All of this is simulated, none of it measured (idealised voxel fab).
Name of the process module below: voxel capacitor over wiring
Each square cell in cross-section cut measures 5 nm, and the section as a whole is 190 nm wide.
In this document a cross-section is written as a grid of square cells. It is given as a series of bands, listed from the top down, and a band is one or more rows of cells. For a band, the entry starts with two heights in nm, that of the top and then that of the bottom, and carries on with the band's materials in order from left to right, each alongside its width in nm; the word "everywhere" beside a single material means it fills the band edge to edge, and "air" means empty space. It should be noted that heights are counted from 0, beneath which the wafer as supplied is of one material throughout, and that the lowest band possesses no lower boundary but continues downward, as written in "0 and below". Per-row width for "30 to 40": begins at first number (top row of band), ends at second number (bottom row), increment between rows held constant. Basically "same as before" means that step didn't change any cell in the cross-section. Entry "Closed voids list". Content: empty spaces with no open connection to the top, size 8 cells or greater. Each: width x height at distance. Distance: from left edge. Unit: nm. Whatever follows a step's settings on its line is a remark the simulator itself makes about that step. "overlay nm", when on a step's line for a step with a mask, measures how far to the right of its planned place the mask lay; a negative measure means to the left.

Intended process steps
1 RECEIVE [material Si]
2 CONFORMAL_DEP [material SiO2] [thk nm 10]
3 CONFORMAL_DEP [material SiCN] [thk nm 5]
4 DIRECTIONAL_DEP [material SiO2] [thk nm 20]
5 MASKED_ETCH [tone open] [mask id METAL_1] [width nm 25] [pitch nm 75] [etch materials SiO2] [depth nm 20] [overlay nm 0]
6 MASKED_ETCH [tone open] [mask id METAL_1] [width nm 25] [pitch nm 75] [etch materials SiCN] [depth nm 5] [overlay nm 0]
7 CONFORMAL_DEP [material TiN] [thk nm 5]
8 FILL_DEP [material Ru] [thk nm 10]
9 CMP [height nm 35]
10 CONFORMAL_DEP [material SiCN] [thk nm 5]
11 DIRECTIONAL_DEP [material SiO2] [thk nm 20]
12 PATTERN [tone open] [mask id PLUG_1] [material resist] [width nm 15] [thk nm 15] [overlay nm 0]
13 DIRECTIONAL_ETCH [etch materials SiO2] [depth nm 20]
14 DIRECTIONAL_ETCH [etch materials SiCN] [depth nm 5]
15 STRIP [etch materials resist]
16 EPI [material Ru] [thk nm 10]
17 EPI [material Ru] [thk nm 10]
18 EPI [material Ru] [thk nm 5]
19 DIRECTIONAL_DEP [material TiN] [thk nm 5]
20 DIRECTIONAL_DEP [material SiN] [thk nm 5]
21 DIRECTIONAL_DEP [material TiN] [thk nm 10]
22 DIRECTIONAL_DEP [material aC] [thk nm 10]
23 PATTERN [tone cover] [mask id UPPER_PLATE] [material resist] [width nm 55] [thk nm 30] [overlay nm 0]
24 DIRECTIONAL_ETCH [etch materials aC] [depth nm 10]
25 STRIP [etch materials resist]
26 DIRECTIONAL_ETCH [etch materials TiN] [depth nm 10]
27 DIRECTIONAL_ETCH [etch materials SiN] [depth nm 5]
28 STRIP [etch materials aC]
29 DIRECTIONAL_DEP [material aC] [thk nm 10]
30 PATTERN [tone cover] [mask id LOWER_PLATE] [material resist] [width nm 65] [thk nm 30] [overlay nm 0]
31 DIRECTIONAL_ETCH [etch materials aC] [depth nm 10]
32 STRIP [etch materials resist]
33 DIRECTIONAL_ETCH [etch materials TiN] [depth nm 5]
34 STRIP [etch materials aC]
35 FILL_DEP [material SiO2] [thk nm 20]
36 CMP [height nm 95]
37 MASKED_ETCH [tone open] [mask id PLUG_2] [width nm 15] [etch materials SiO2] [depth nm 15] [overlay nm 0]
38 CONFORMAL_DEP [material TiN] [thk nm 5]
39 FILL_DEP [material Ru] [thk nm 5]
40 CMP [height nm 95]
41 CONFORMAL_DEP [material SiN] [thk nm 5]

This is the cross-section of the wafer as we received it, i.e. after step 1
    0 and below = Si everywhere
    Closed voids list: none

The plan above was carried out on the starting structure above with one mistake, and this cross-section shows the wafer at the end of the module
    100 down to 95 = SiN everywhere
    95 down to 90 = 65 SiO2  45 TiN  80 SiO2
    90 down to 85 = 65 SiO2  5 TiN  40 SiN  80 SiO2
    85 down to 80 = 50 SiO2  5 TiN  10 SiO2  50 TiN  75 SiO2
    80 down to 70 = 55 SiO2  15 TiN  120 SiO2
    70 down to 65 = 55 SiO2  15 SiN  120 SiO2
    65 down to 60 = 55 SiO2  15 TiN  120 SiO2
    60 down to 40 = SiO2 everywhere
    40 down to 35 = SiCN everywhere
    35 down to 15 = 45 SiO2  5 TiN  15 Ru  5 TiN  50 SiO2  5 TiN  15 Ru  5 TiN  45 SiO2
    15 down to 10 = 45 SiCN  25 TiN  50 SiCN  25 TiN  45 SiCN
    10 down to 0 = SiO2 everywhere
    0 and below = Si everywhere
    Closed voids list: none
The plan and the run diverged here: plan step 11 ran twice
